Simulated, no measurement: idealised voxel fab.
This is a process module. Its name is voxel wiring stack.
The cross-section on display is named cut; it measures 210 nm wide, and its cells are 5 nm squares.
Square cells in a grid make up a cross-section in this document, and the grid is given as bands, listed from the top down, each one or more rows of cells.
Quick guide to a band line: top height, bottom height (nm) up front; then every material left to right with its width in nm. Only one material and it's marked "all across"? Then it fills the band edge to edge. And "air" just means empty space.
Beneath 0, the wafer as received is one material, and that level is where height counting begins. The lowest band goes on downward without a bottom; it is written like "0 down".
Per-row width for "30..40": begins at first number (top row of band), ends at second number (bottom row), increment between rows held constant.
For the purposes of this document, the phrase "identical to before" attached to a step denotes that no cell within the cross-section was modified by that step.
Enclosed voids (no open way to top), threshold 8 cells or more, entry "Closed voids list", notation width x height at distance, distance from left edge, nm.
after a step's settings: what the simulator itself notes on the step
A step's line can hold "overlay nm"; with a mask on that step, the setting says how far right of the planned place the mask lay, while a negative setting says it lay to the left.

**So here's the lineup of process steps we planned**
1,RECEIVE with material Si
2,CONFORMAL_DEP with material SiO2, thk nm 10
3,DIRECTIONAL_DEP with material TiN, thk nm 5
4,DIRECTIONAL_DEP with material W, thk nm 15
5,PATTERN with tone cover, mask id METAL_1, material resist, width nm 30, pitch nm 60, thk nm 15, overlay nm 0
6,DIRECTIONAL_ETCH with etch materials W, depth nm 15
7,DIRECTIONAL_ETCH with etch materials TiN, depth nm 5
8,STRIP with etch materials resist
9,FILL_DEP with material SiO2, thk nm 5
10,CMP with height nm 30
11,CONFORMAL_DEP with material SiCN, thk nm 5
12,DIRECTIONAL_DEP with material SiO2, thk nm 10
13,DIRECTIONAL_DEP with material aC, thk nm 10
14,PATTERN with tone open, mask id PLUG_1, material resist, width nm 15, pitch nm 60, thk nm 25, overlay nm 0
15,DIRECTIONAL_ETCH with etch materials aC, depth nm 10
16,STRIP with etch materials resist
17,DIRECTIONAL_ETCH with etch materials SiO2, depth nm 10
18,DIRECTIONAL_ETCH with etch materials SiCN, depth nm 5
19,STRIP with etch materials aC
20,EPI with material Ru, thk nm 10
21,EPI with material Ru, thk nm 5
22,CONFORMAL_DEP with material SiN, thk nm 5
23,DIRECTIONAL_DEP with material SiO2, thk nm 15
24,DIRECTIONAL_DEP with material aC, thk nm 15
25,PATTERN with tone open, mask id METAL_2, material resist, width nm 30, pitch nm 60, thk nm 30, overlay nm 0
26,DIRECTIONAL_ETCH with etch materials aC, depth nm 15
27,STRIP with etch materials resist
28,DIRECTIONAL_ETCH with etch materials SiO2, depth nm 15
29,DIRECTIONAL_ETCH with etch materials SiN, depth nm 5
30,STRIP with etch materials aC
31,CONFORMAL_DEP with material TiN, thk nm 5
32,FILL_DEP with material W, thk nm 10
33,CMP with height nm 65
34,CONFORMAL_DEP with material SiCN, thk nm 5
35,DIRECTIONAL_DEP with material lowk, thk nm 15
36,DIRECTIONAL_DEP with material aC, thk nm 10
37,PATTERN with tone open, mask id PLUG_2, material resist, width nm 15, pitch nm 60, thk nm 25, overlay nm 0
38,DIRECTIONAL_ETCH with etch materials aC, depth nm 10
39,STRIP with etch materials resist
40,DIRECTIONAL_ETCH with etch materials lowk, depth nm 15
41,DIRECTIONAL_ETCH with etch materials SiCN, depth nm 5
42,STRIP with etch materials aC
43,EPI with material Ru, thk nm 10
44,EPI with material Ru, thk nm 10
45,DIRECTIONAL_DEP with material TiN, thk nm 5
46,DIRECTIONAL_DEP with material Ru, thk nm 15
47,DIRECTIONAL_DEP with material aC, thk nm 10
48,PATTERN with tone cover, mask id METAL_3, material resist, width nm 30, pitch nm 60, thk nm 25, overlay nm 0
49,DIRECTIONAL_ETCH with etch materials aC, depth nm 10
50,STRIP with etch materials resist
51,DIRECTIONAL_ETCH with etch materials Ru, depth nm 15
52,DIRECTIONAL_ETCH with etch materials TiN, depth nm 5
53,STRIP with etch materials aC
54,FILL_DEP with material lowk, thk nm 5
55,CMP with height nm 105
56,CONFORMAL_DEP with material SiCN, thk nm 5
57,DIRECTIONAL_DEP with material SiO2, thk nm 20
58,MASKED_ETCH with tone open, mask id PLUG_3, width nm 15, pitch nm 120, etch materials SiO2, depth nm 20, overlay nm 0
59,MASKED_ETCH with tone open, mask id PLUG_3, width nm 15, pitch nm 120, etch materials SiCN, depth nm 5, overlay nm 0
60,CONFORMAL_DEP with material TiN, thk nm 5
61,FILL_DEP with material Cu, thk nm 5
62,CMP with height nm 130
63,DIRECTIONAL_DEP with material TiN, thk nm 5
64,DIRECTIONAL_DEP with material W, thk nm 15
65,PATTERN with tone cover, mask id METAL_4, material resist, width nm 30, pitch nm 60, thk nm 15, overlay nm 0
66,DIRECTIONAL_ETCH with etch materials W, depth nm 15
67,DIRECTIONAL_ETCH with etch materials TiN, depth nm 5
68,STRIP with etch materials resist
69,FILL_DEP with material lowk, thk nm 10
70,CMP with height nm 150
71,CONFORMAL_DEP with material SiCN, thk nm 5

**Step 1 complete: cross-section of the wafer as received**
  0 down  Si all across
  Closed voids list: none

**Looking at the first of two wafers in cross-section at end of module - ran to plan**
  155 to 150  SiCN all across
  150 to 135  lowk=30; W=30; lowk=30; W=30; lowk=30; W=30; lowk=30
  135 to 130  lowk=30; TiN=30; lowk=30; TiN=30; lowk=30; TiN=30; lowk=30
  130 to 110  SiO2=30; TiN=5; Cu=5; TiN=5; SiO2=105; TiN=5; Cu=5; TiN=5; SiO2=45
  110 to 105  SiCN=30; TiN=15; SiCN=105; TiN=15; SiCN=45
  105 to 90  lowk=30; Ru=30; lowk=30; Ru=30; lowk=30; Ru=30; lowk=30
  90 to 85  lowk=30; TiN=30; lowk=30; TiN=30; lowk=30; TiN=30; lowk=30
  85 to 70  lowk=30; Ru=15; lowk=45; Ru=15; lowk=45; Ru=15; lowk=45
  70 to 65  SiCN=30; Ru=15; SiCN=45; Ru=15; SiCN=45; Ru=15; SiCN=45
  65 to 50  SiO2=30; TiN=5; W=20; TiN=5; SiO2=30; TiN=5; W=20; TiN=5; SiO2=30; TiN=5; W=20; TiN=5; SiO2=30
  50 to 45  SiN=30; TiN=30; SiN=30; TiN=30; SiN=30; TiN=30; SiN=30
  45 to 35  SiO2=30; Ru=15; SiO2=45; Ru=15; SiO2=45; Ru=15; SiO2=45
  35 to 30  SiCN=30; Ru=15; SiCN=45; Ru=15; SiCN=45; Ru=15; SiCN=45
  30 to 15  SiO2=30; W=30; SiO2=30; W=30; SiO2=30; W=30; SiO2=30
  15 to 10  SiO2=30; TiN=30; SiO2=30; TiN=30; SiO2=30; TiN=30; SiO2=30
  10 to 0  SiO2 all across
  0 down  Si all across
  Closed voids list: none

**Cross-section, wafer two of two, end of module: same start and plan as wafer one, one error in execution**
  155 to 150  SiCN all across
  150 to 135  lowk=30; W=30; lowk=30; W=30; lowk=30; W=30; lowk=30
  135 to 130  lowk=30; TiN=30; lowk=30; TiN=30; lowk=30; TiN=30; lowk=30
  130 to 110  SiO2=30; TiN=5; Cu=5; TiN=5; SiO2=105; TiN=5; Cu=5; TiN=5; SiO2=45
  110 to 105  SiCN=30; TiN=15; SiCN=105; TiN=15; SiCN=45
  105 to 90  lowk=30; Ru=30; lowk=30; Ru=30; lowk=30; Ru=30; lowk=30
  90 to 85  lowk=30; TiN=30; lowk=30; TiN=30; lowk=30; TiN=30; lowk=30
  85 to 70  lowk=30; Ru=15; lowk=45; Ru=15; lowk=45; Ru=15; lowk=45
  70 to 65  SiCN=30; Ru=15; SiCN=45; Ru=15; SiCN=45; Ru=15; SiCN=45
  65 to 50  W all across
  50 to 45  SiN all across
  45 to 35  SiO2=30; Ru=15; SiO2=45; Ru=15; SiO2=45; Ru=15; SiO2=45
  35 to 30  SiCN=30; Ru=15; SiCN=45; Ru=15; SiCN=45; Ru=15; SiCN=45
  30 to 15  SiO2=30; W=30; SiO2=30; W=30; SiO2=30; W=30; SiO2=30
  15 to 10  SiO2=30; TiN=30; SiO2=30; TiN=30; SiO2=30; TiN=30; SiO2=30
  10 to 0  SiO2 all across
  0 down  Si all across
  Closed voids list: none
What went wrong in running the wafer? note that step 23 departed from the planned setting and was carried out as DIRECTIONAL_DEP with material W, thk nm 15
Wafer comparison, final, in cells, second relative to first, materials more or fewer: 18 more of SiN, 72 fewer of SiO2, 36 fewer of TiN, 90 more of W
